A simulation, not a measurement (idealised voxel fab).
A process module follows: voxel ribs on slabs.
Square cells of 5 nm make up the cross-section cut, whose width is 245 nm.
Cross-sections here: square-cell grids, written as top-down lists of bands, a band being one or more rows of cells. Each band's line starts with the height of the band's top and of its bottom, in nm. Then come its materials from left to right, each with its width in nm. One material with "full width" fills the band from edge to edge. "blank" is empty space. Heights are measured from 0, the level below which the as-received wafer is all one material; the lowest band has no bottom and continues downward, written as in "0 -> down". The two numbers in a width such as "30..40" mark its ends across the band: the first belongs to the top row of cells, the second to the bottom row, and from each row to the next the width moves by the same amount. "no modifications" for a step: no cell of the cross-section changed in that step. You'll see "Closed internal cavities" listing empty spaces that have no way open to the top, as long as they're 8 cells or more; the notation is width x height at distance, where the distance is from the left edge, and all of it is in nm. Heads up: the bit after the settings on a step's line is the simulator's remark on that step. What "overlay nm" on a step's line means: if the step has a mask, that mask lay this far to the right of its planned place, or, when the value is negative, to the left.

**Here's what the planned process steps look like**
- 1: RECEIVE (material Si)
- 2: DIRECTIONAL_DEP (material SiO2; thk nm 30)
- 3: DIRECTIONAL_DEP (material polySi; thk nm 25)
- 4: MASKED_ETCH (tone cover; mask id RIB; width nm 30; etch materials polySi; depth nm 10; overlay nm 0)
- 5: MASKED_ETCH (tone cover; mask id SLAB; width nm 70; etch materials polySi; depth nm 15; overlay nm 0)
- 6: FILL_DEP (material SiO2; thk nm 20)
- 7: CMP (height nm 70)
- 8: DIRECTIONAL_DEP (material TiN; thk nm 5)
- 9: DIRECTIONAL_DEP (material aC; thk nm 15)
- 10: PATTERN (tone cover; mask id HEATER; material resist; width nm 40; thk nm 30; overlay nm 0)
- 11: DIRECTIONAL_ETCH (etch materials aC; depth nm 15)
- 12: STRIP (etch materials resist)
- 13: DIRECTIONAL_ETCH (etch materials TiN; depth nm 5)
- 14: STRIP (etch materials aC)
- 15: CONFORMAL_DEP (material SiO2; thk nm 10)

**First out of two wafers; run went to plan**

**Wafer cross-section on receipt, i.e. after step 1**
	0 -> down: Si full width
	Closed internal cavities: none

**The wafer, seen in cross-section, after step 2**
	30 -> 0: SiO2 full width
	Anything lower than 0 is untouched.

**The wafer, seen in cross-section, after step 3**
	55 -> 30: polySi full width
	Anything lower than 30 is untouched.

**The wafer, seen in cross-section, after step 4**
	55 -> 45: blank 105 / polySi 30 / blank 110
	Anything lower than 45 is untouched.

**The wafer, seen in cross-section, after step 5**
	55 -> 45: blank 105 / polySi 30 / blank 110
	45 -> 30: blank 85 / polySi 70 / blank 90
	Anything lower than 30 is untouched.

**The wafer, seen in cross-section, after step 6**
	75 -> 55: SiO2 full width
	55 -> 45: SiO2 105 / polySi 30 / SiO2 110
	45 -> 30: SiO2 85 / polySi 70 / SiO2 90
	Anything lower than 30 is untouched.

**The wafer, seen in cross-section, after step 7**
	70 -> 55: SiO2 full width
	Anything lower than 55 is untouched.

**The wafer, seen in cross-section, after step 8**
	75 -> 70: TiN full width
	Anything lower than 70 is untouched.

**The wafer, seen in cross-section, after step 9**
	90 -> 75: aC full width
	Anything lower than 75 is untouched.

**The wafer, seen in cross-section, after step 10**
	120 -> 90: blank 100 / resist 40 / blank 105
	Anything lower than 90 is untouched.

**The wafer, seen in cross-section, after step 11**
	105 -> 90: blank 100 / resist 40 / blank 105
	90 -> 75: blank 100 / aC 40 / blank 105
	Anything lower than 75 is untouched.

**The wafer, seen in cross-section, after step 12**
	90 -> 75: blank 100 / aC 40 / blank 105
	Anything lower than 75 is untouched.

**The wafer, seen in cross-section, after step 13**
	90 -> 75: blank 100 / aC 40 / blank 105
	75 -> 70: blank 100 / TiN 40 / blank 105
	Anything lower than 70 is untouched.

**The wafer, seen in cross-section, after step 14**
	75 -> 70: blank 100 / TiN 40 / blank 105
	Anything lower than 70 is untouched.

**The wafer, seen in cross-section, after step 15**
	85 -> 80: blank 90 / SiO2 60 / blank 95
	80 -> 75: SiO2 full width
	75 -> 70: SiO2 100 / TiN 40 / SiO2 105
	Anything lower than 70 is untouched.

**Second Wafer (Identical Start and Plan, One Processing Error; Matches First Wafer Through Step 2)**

**Cross-section of the second wafer at the time step 3 of the plan should have ended**
	65 -> 30: polySi full width
	Anything lower than 30 is untouched.

**Cross-section of the second wafer at the time step 4 of the plan should have ended**
	65 -> 55: blank 105 / polySi 30 / blank 110
	Anything lower than 55 is untouched.

**Cross-section of the second wafer at the time step 5 of the plan should have ended**
	65 -> 55: blank 105 / polySi 30 / blank 110
	55 -> 40: blank 85 / polySi 70 / blank 90
	Anything lower than 40 is untouched.

**Cross-section of the second wafer at the time step 6 of the plan should have ended**
	85 -> 65: SiO2 full width
	65 -> 55: SiO2 105 / polySi 30 / SiO2 110
	55 -> 40: SiO2 85 / polySi 70 / SiO2 90
	Anything lower than 40 is untouched.

**Cross-section of the second wafer at the time step 7 of the plan should have ended**
	70 -> 65: SiO2 full width
	Anything lower than 65 is untouched.

**Cross-section of the second wafer at the time step 8 of the plan should have ended**
	75 -> 70: TiN full width
	Anything lower than 70 is untouched.

**Cross-section of the second wafer at the time step 9 of the plan should have ended**
	90 -> 75: aC full width
	Anything lower than 75 is untouched.

**Cross-section of the second wafer at the time step 10 of the plan should have ended**
	120 -> 90: blank 100 / resist 40 / blank 105
	Anything lower than 90 is untouched.

**Cross-section of the second wafer at the time step 11 of the plan should have ended**
	105 -> 90: blank 100 / resist 40 / blank 105
	90 -> 75: blank 100 / aC 40 / blank 105
	Anything lower than 75 is untouched.

**Cross-section of the second wafer at the time step 12 of the plan should have ended**
	90 -> 75: blank 100 / aC 40 / blank 105
	Anything lower than 75 is untouched.

**Cross-section of the second wafer at the time step 13 of the plan should have ended**
	90 -> 75: blank 100 / aC 40 / blank 105
	75 -> 70: blank 100 / TiN 40 / blank 105
	Anything lower than 70 is untouched.

**Cross-section of the second wafer at the time step 14 of the plan should have ended**
	75 -> 70: blank 100 / TiN 40 / blank 105
	Anything lower than 70 is untouched.

**Cross-section of the second wafer at the time step 15 of the plan should have ended**
	85 -> 80: blank 90 / SiO2 60 / blank 95
	80 -> 75: SiO2 full width
	75 -> 70: SiO2 100 / TiN 40 / SiO2 105
	Anything lower than 70 is untouched.
Where did the run depart from the plan? step 3 was run on a setting that differed from the plan, and what really ran there is DIRECTIONAL_DEP (material polySi; thk nm 35)
The final cell counts differ between the wafers, with the second having more or fewer of some materials than the first: SiO2: 98 fewer; polySi: 98 more
